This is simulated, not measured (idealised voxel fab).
The name of this process module is voxel released beams.
cross-section cut | 195 nm wide | cells 5 nm
If you're reading a cross-section in this doc, picture square cells in a grid; it comes to you as bands, top ones listed first down to the bottom, and a band can be one or more rows of cells. What a band's entry tells you: where the top is and where the bottom is, as heights in nm, and after that what lies inside, material by material from left to right, each with its width in nm. Empty space is written as the word "air", and a single material marked with the word "edge to edge" occupies the band from edge to edge. Heads up on the height convention: 0 is the point under which the incoming wafer is all one material, and the lowest band has no bottom, it just keeps going down, like "0 -> down". A width given as "30 to 40" starts at the first number in the band's top row and ends at the second number in its bottom row, shifting by an equal amount at every step from row to row. The cross-section has no changed cell in any step marked "identical to before". "Voids, enclosed" means: voids of 8 cells or more that are shut off from the top with no open way through. Written width x height at distance, distance from the left edge, in nm. The remark found on a step's line after its settings is issued by the simulator itself and pertains to that step. When a step includes a mask, the "overlay nm" setting on its line states how far to the right of its planned place that mask lay, and negative values state how far to the left.
Process steps (planned)
1) RECEIVE [material Si]
2) CONFORMAL_DEP [material SiN] [thk nm 5]
3) DIRECTIONAL_DEP [material SiO2] [thk nm 10]
4) MASKED_ETCH [tone open] [mask id ANCHOR] [width nm 45] [etch materials SiO2] [depth nm 10] [overlay nm 0]
5) CONFORMAL_DEP [material TiN] [thk nm 15]
6) DIRECTIONAL_DEP [material aC] [thk nm 10]
7) PATTERN [tone cover] [mask id BEAM] [material resist] [width nm 110] [thk nm 30] [overlay nm 0]
8) DIRECTIONAL_ETCH [etch materials aC] [depth nm 10]
9) STRIP [etch materials resist]
10) DIRECTIONAL_ETCH [etch materials TiN] [depth nm 15]
11) STRIP [etch materials aC]
12) STRIP [etch materials SiO2]
Keep in mind the plan's value for the width nm of step 7 comes from the first wafer; the wafers don't share that setting, but they do share the same starting point.
Cross-section of the first of several received wafers, showing its state after step 1
  0 -> down: Si edge to edge
  Voids, enclosed: none
Post step 12, the closing step of the module: first of several wafers, cross-sectioned
  30 -> 20: air: 40  TiN: 15  air: 15  TiN: 80  air: 45
  20 -> 15: air: 40  TiN: 110  air: 45
  15 -> 5: air: 40  TiN: 45  air: 110
  5 -> 0: SiN edge to edge
  0 -> down: Si edge to edge
  Voids, enclosed: none
Last-wafer cross-section at the end of the module
  30 -> 20: air: 30  TiN: 25  air: 15  TiN: 95  air: 30
  20 -> 15: air: 30  TiN: 135  air: 30
  15 -> 5: air: 40  TiN: 45  air: 110
  5 -> 0: SiN edge to edge
  0 -> down: Si edge to edge
  Voids, enclosed: none
Take any row and you have a wafer at the end of the module: how many cells of each material it has gained (+) or lost (-) since it was received, and then its closed voids
width nm 110 | +39 SiN | +78 TiN | Voids, enclosed: none
width nm 115 | +39 SiN | +81 TiN | Voids, enclosed: none
width nm 120 | +39 SiN | +84 TiN | Voids, enclosed: none
width nm 125 | +39 SiN | +87 TiN | Voids, enclosed: none
width nm 130 | +39 SiN | +90 TiN | Voids, enclosed: none
width nm 135 | +39 SiN | +93 TiN | Voids, enclosed: none
